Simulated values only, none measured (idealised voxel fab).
This section sets out a process module, namely voxel self aligned contacts.
Section shown: cut. Width: 285 nm. Cell size: 5 nm, square.
Bands, listed from the top down, are how a cross-section gets written in this document; the cross-section itself is a grid of square cells, and a band is one or more rows of them. Band: top and bottom heights (nm) first, top before bottom; then materials from left to right, widths in nm. "everywhere" marks a sole material filling the band edge to edge. "air" denotes empty space. Height datum 0, below which the as-received substrate wafer is one material. Lowest band open at the bottom, running downward: "top 0, no bottom". Width "30->40": first value at the band's top row of cells, second value at its bottom row, equal change from row to row. Step marked "same as before"? Then no cell in the cross-section changed in it. Under "Sealed internal cavities" you'll find the enclosed gaps, the ones with no way out to the top, that are 8 cells or bigger; each reads width x height at distance, with distance counted from the left edge, everything in nm. Anything after a step's settings on that line? It's the simulator's own note about the step. What "overlay nm" on a step's line means: if the step has a mask, that mask lay this far to the right of its planned place, or, when the value is negative, to the left.
**Process steps - plan**
- 1: RECEIVE | material Si
- 2: OXIDIZE | depth nm 5
- 3: DIRECTIONAL_DEP | material polySi | thk nm 20
- 4: DIRECTIONAL_DEP | material SiN | thk nm 20
- 5: DIRECTIONAL_DEP | material aC | thk nm 10
- 6: PATTERN | tone cover | mask id GATE | material resist | width nm 25 | pitch nm 55 | thk nm 30 | overlay nm 0
- 7: DIRECTIONAL_ETCH | etch materials aC | depth nm 10
- 8: STRIP | etch materials resist
- 9: DIRECTIONAL_ETCH | etch materials SiN | depth nm 20
- 10: DIRECTIONAL_ETCH | etch materials polySi | depth nm 20
- 11: STRIP | etch materials aC
- 12: CONFORMAL_DEP | material SiN | thk nm 5
- 13: DIRECTIONAL_ETCH | etch materials SiN | depth nm 5
- 14: FILL_DEP | material SiO2 | thk nm 10
- 15: CMP | height nm 45
- 16: PATTERN | tone open | mask id CONTACT | material resist | width nm 40 | pitch nm 55 | thk nm 15 | overlay nm 0
- 17: DIRECTIONAL_ETCH | etch materials SiO2 | depth nm 50
- 18: STRIP | etch materials resist
- 19: CONFORMAL_DEP | material TiN | thk nm 5
- 20: FILL_DEP | material W | thk nm 5
- 21: CMP | height nm 45
- 22: CONFORMAL_DEP | material SiCN | thk nm 5
**Wafer at receipt (post step 1), cross-section**
  top 0, no bottom  Si everywhere
  Sealed internal cavities: none
**Cross-sectional result after module completion. Note: starting condition and plan are unchanged from above; one processing mistake was made**
  top 50, bottom 45  SiCN everywhere
  top 45, bottom 40  70 SiO2, 35 polySi, 5 TiN, 10 W, 5 TiN, 35 polySi, 5 TiN, 10 W, 5 TiN, 35 polySi, 70 SiO2
  top 40, bottom 20  70 SiO2, 5 polySi, 25 SiN, 5 polySi, 5 TiN, 10 W, 5 TiN, 5 polySi, 25 SiN, 5 polySi, 5 TiN, 10 W, 5 TiN, 5 polySi, 25 SiN, 5 polySi, 70 SiO2
  top 20, bottom 10  70 SiO2, 35 polySi, 5 TiN, 10 W, 5 TiN, 35 polySi, 5 TiN, 10 W, 5 TiN, 35 polySi, 70 SiO2
  top 10, bottom 5  70 SiO2, 35 polySi, 20 TiN, 35 polySi, 20 TiN, 35 polySi, 70 SiO2
  top 5, bottom 0  polySi everywhere
  top 0, bottom -5  SiO2 everywhere
  top -5, no bottom  Si everywhere
  Sealed internal cavities: none
Want to know what went wrong? step 12 went in with a setting other than planned; the actual run was CONFORMAL_DEP | material polySi | thk nm 5
